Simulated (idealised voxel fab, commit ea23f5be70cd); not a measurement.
Module name: voxel released beams (process module)
The width of the displayed cross-section, cut, is 170 nm; its cells are square, with a size of 5 nm.
Bands, listed from the top down, are how a cross-section gets written in this document; the cross-section itself is a grid of square cells, and a band is one or more rows of them.
Look at the band entry: it leads with the top's height and the bottom's height in nm. Then it lists the materials left to right, with a width in nm for each. The word "edge to edge" on a single material says that material fills the band edge to edge. The word "blank" is empty space.
Measure heights from 0. That's the level where, below it, the as-received wafer is all one material. The lowest band is bottomless and extends downward; write it as in "0 -> down".
Graded width ("30..40"): value in top row of band = first number; value in bottom row = second number; row-to-row change constant.
"no change occurred" -> step changed no cross-section cell.
Reported under the label "Fully enclosed voids" are the empty spaces having no open way to the top and comprising 8 cells or more; the notation for each is width x height at distance, in which the distance is measured from the left edge and all three values are in nm.
Step line, after settings: the simulator's comment on this step.
overlay nm: step with mask; distance mask lay right of planned place; negative value = left of planned place.
**plan**
step 1: RECEIVE with material Si
step 2: CONFORMAL_DEP with material SiN, thk nm 5
step 3: DIRECTIONAL_DEP with material SiO2, thk nm 10
step 4: DIRECTIONAL_DEP with material aC, thk nm 10
step 5: PATTERN with tone open, mask id ANCHOR, material resist, width nm 25, thk nm 25, overlay nm 0
step 6: DIRECTIONAL_ETCH with etch materials aC, depth nm 10
step 7: STRIP with etch materials resist
step 8: DIRECTIONAL_ETCH with etch materials SiO2, depth nm 10
step 9: STRIP with etch materials aC
step 10: CONFORMAL_DEP with material TiN, thk nm 10
step 11: DIRECTIONAL_DEP with material aC, thk nm 15
step 12: PATTERN with tone cover, mask id BEAM, material resist, width nm 85, thk nm 35, overlay nm 0
step 13: DIRECTIONAL_ETCH with etch materials aC, depth nm 15
step 14: STRIP with etch materials resist
step 15: DIRECTIONAL_ETCH with etch materials TiN, depth nm 10
step 16: STRIP with etch materials aC
step 17: STRIP with etch materials SiO2
**Account of the first of two wafers, which was processed as intended**
**as received, after step 1**
- 0 -> down: Si edge to edge
- Fully enclosed voids: none
**Cross-section: wafer state after step 2**
- 5 -> 0: SiN edge to edge
- Whatever lies below 0 is exactly as it was before.
**Cross-section: wafer state after step 3**
- 15 -> 5: SiO2 edge to edge
- Whatever lies below 5 is exactly as it was before.
**Cross-section: wafer state after step 4**
- 25 -> 15: aC edge to edge
- Whatever lies below 15 is exactly as it was before.
**Cross-section: wafer state after step 5**
- 50 -> 25: 45 resist, 25 blank, 100 resist
- Whatever lies below 25 is exactly as it was before.
**Cross-section: wafer state after step 6**
- 40 -> 25: 45 resist, 25 blank, 100 resist
- 25 -> 15: 45 aC, 25 blank, 100 aC
- Whatever lies below 15 is exactly as it was before.
**Cross-section: wafer state after step 7**
- 25 -> 15: 45 aC, 25 blank, 100 aC
- Whatever lies below 15 is exactly as it was before.
**Cross-section: wafer state after step 8**
- 25 -> 15: 45 aC, 25 blank, 100 aC
- 15 -> 5: 45 SiO2, 25 blank, 100 SiO2
- Whatever lies below 5 is exactly as it was before.
**Cross-section: wafer state after step 9**
- 15 -> 5: 45 SiO2, 25 blank, 100 SiO2
- Whatever lies below 5 is exactly as it was before.
**Cross-section: wafer state after step 10**
- 25 -> 15: 55 TiN, 5 blank, 110 TiN
- 15 -> 5: 45 SiO2, 25 TiN, 100 SiO2
- Whatever lies below 5 is exactly as it was before.
**Cross-section: wafer state after step 11**
- 40 -> 30: 55 aC, 5 blank, 110 aC
- 30 -> 25: aC edge to edge
- 25 -> 15: 55 TiN, 5 aC, 110 TiN
- Whatever lies below 15 is exactly as it was before.
**Cross-section: wafer state after step 12**
- 75 -> 40: 40 blank, 85 resist, 45 blank
- 40 -> 30: 55 aC, 5 resist, 110 aC
- Whatever lies below 30 is exactly as it was before.
**Cross-section: wafer state after step 13**
- 60 -> 40: 40 blank, 85 resist, 45 blank
- 40 -> 30: 40 blank, 15 aC, 5 resist, 65 aC, 45 blank
- 30 -> 25: 40 blank, 85 aC, 45 blank
- Whatever lies below 25 is exactly as it was before.
**Cross-section: wafer state after step 14**
- 40 -> 30: 40 blank, 15 aC, 5 blank, 65 aC, 45 blank
- Whatever lies below 30 is exactly as it was before.
**Cross-section: wafer state after step 15**
- 40 -> 30: 40 blank, 15 aC, 5 blank, 65 aC, 45 blank
- 30 -> 25: 40 blank, 85 aC, 45 blank
- 25 -> 15: 40 blank, 15 TiN, 5 aC, 65 TiN, 45 blank
- Whatever lies below 15 is exactly as it was before.
**Cross-section: wafer state after step 16**
- 25 -> 15: 40 blank, 15 TiN, 5 blank, 65 TiN, 45 blank
- Whatever lies below 15 is exactly as it was before.
**Cross-section: wafer state after step 17**
- 25 -> 15: 40 blank, 15 TiN, 5 blank, 65 TiN, 45 blank
- 15 -> 5: 45 blank, 25 TiN, 100 blank
- Whatever lies below 5 is exactly as it was before.
**Okay, second wafer. Nothing different at the start, nothing different in the plan, just one mistake somewhere in the running. As far as step 11, counting that step, it's the first wafer all over again**
**The second wafer in cross-section, at the planned close of step 12**
- 75 -> 40: 50 blank, 85 resist, 35 blank
- 40 -> 30: 55 aC, 5 resist, 110 aC
- Whatever lies below 30 is exactly as it was before.
**The second wafer in cross-section, at the planned close of step 13**
- 60 -> 40: 50 blank, 85 resist, 35 blank
- 40 -> 30: 50 blank, 5 aC, 5 resist, 75 aC, 35 blank
- 30 -> 25: 50 blank, 85 aC, 35 blank
- Whatever lies below 25 is exactly as it was before.
**The second wafer in cross-section, at the planned close of step 14**
- 40 -> 30: 50 blank, 5 aC, 5 blank, 75 aC, 35 blank
- Whatever lies below 30 is exactly as it was before.
**The second wafer in cross-section, at the planned close of step 15**
- 40 -> 30: 50 blank, 5 aC, 5 blank, 75 aC, 35 blank
- 30 -> 25: 50 blank, 85 aC, 35 blank
- 25 -> 15: 50 blank, 5 TiN, 5 aC, 75 TiN, 35 blank
- Whatever lies below 15 is exactly as it was before.
**The second wafer in cross-section, at the planned close of step 16**
- 25 -> 15: 50 blank, 5 TiN, 5 blank, 75 TiN, 35 blank
- Whatever lies below 15 is exactly as it was before.
**The second wafer in cross-section, at the planned close of step 17**
- 25 -> 15: 50 blank, 5 TiN, 5 blank, 75 TiN, 35 blank
- 15 -> 5: 45 blank, 25 TiN, 100 blank
- Whatever lies below 5 is exactly as it was before.
what went wrong: step 12 was processed under conditions differing from the plan, specifically as PATTERN with tone cover, mask id BEAM, material resist, width nm 85, thk nm 35, overlay nm 10
Matching per-material cell counts, mismatched positions: that is how the second wafer compares with the first at the end.
